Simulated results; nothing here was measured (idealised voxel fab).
This is a process module. Its name is voxel self aligned contacts.
FYI the section here is cut, 235 nm wide, cells are 5 nm squares.
A cross-section is written here as square cells arranged in a grid, and it is given in bands from the top down, each band taking up one or more rows of cells.
Quick guide to a band line: top height, bottom height (nm) up front; then every material left to right with its width in nm. Only one material and it's marked "everywhere"? Then it fills the band edge to edge. And "empty" just means empty space.
The reference from which all heights are counted is 0, the level beneath which the as-received wafer is entirely one material; the lowest band, having no lower bound, proceeds downward and is written after the example "0 -> down".
Note: "30->40" means the width goes from the first number (top row of the band) to the second number (bottom row) in equal steps per row of cells.
Key: "changes: none" - step with no changed cell in the cross-section.
Closed void catalog: empty space of 8 cells or more with no open way to the top, each as width x height at its distance from the left edge, in nm
On each step's line, the part that comes after the settings is the simulator's own comment on the step.
overlay nm: right-of-plan distance of the mask on a masked step; negative values mean left-of-plan.

Listed below are the process steps as planned
1,RECEIVE [material Si]
2,OXIDIZE [depth nm 5]
3,DIRECTIONAL_DEP [material polySi] [thk nm 25]
4,DIRECTIONAL_DEP [material SiN] [thk nm 15]
5,PATTERN [tone cover] [mask id GATE] [material resist] [width nm 25] [pitch nm 60] [thk nm 15] [overlay nm 0]
6,DIRECTIONAL_ETCH [etch materials SiN] [depth nm 15]
7,DIRECTIONAL_ETCH [etch materials polySi] [depth nm 25]
8,STRIP [etch materials resist]
9,CONFORMAL_DEP [material SiN] [thk nm 5]
10,DIRECTIONAL_ETCH [etch materials SiN] [depth nm 5]
11,FILL_DEP [material SiO2] [thk nm 15]
12,CMP [height nm 45]
13,PATTERN [tone open] [mask id CONTACT] [material resist] [width nm 45] [pitch nm 60] [thk nm 15] [overlay nm 0]
14,DIRECTIONAL_ETCH [etch materials SiO2] [depth nm 50]
15,STRIP [etch materials resist]
16,CONFORMAL_DEP [material TiN] [thk nm 5]
17,FILL_DEP [material W] [thk nm 5]
18,CMP [height nm 45]
19,CONFORMAL_DEP [material SiN] [thk nm 5]

Cross-section, incoming material, after step 1
    0 -> down = Si everywhere
    Closed void catalog: none

Final cross-section, module run with one mistake (start and plan as above)
    50 -> 45 = SiN everywhere
    45 -> 40 = SiO2 (65)  TiN (45)  SiO2 (15)  TiN (45)  SiO2 (65)
    40 -> 25 = TiN everywhere
    25 -> 0 = polySi everywhere
    0 -> -5 = SiO2 everywhere
    -5 -> down = Si everywhere
    Closed void catalog: none
what went wrong: step 4 went in with a setting other than planned; the actual run was DIRECTIONAL_DEP [material TiN] [thk nm 15]
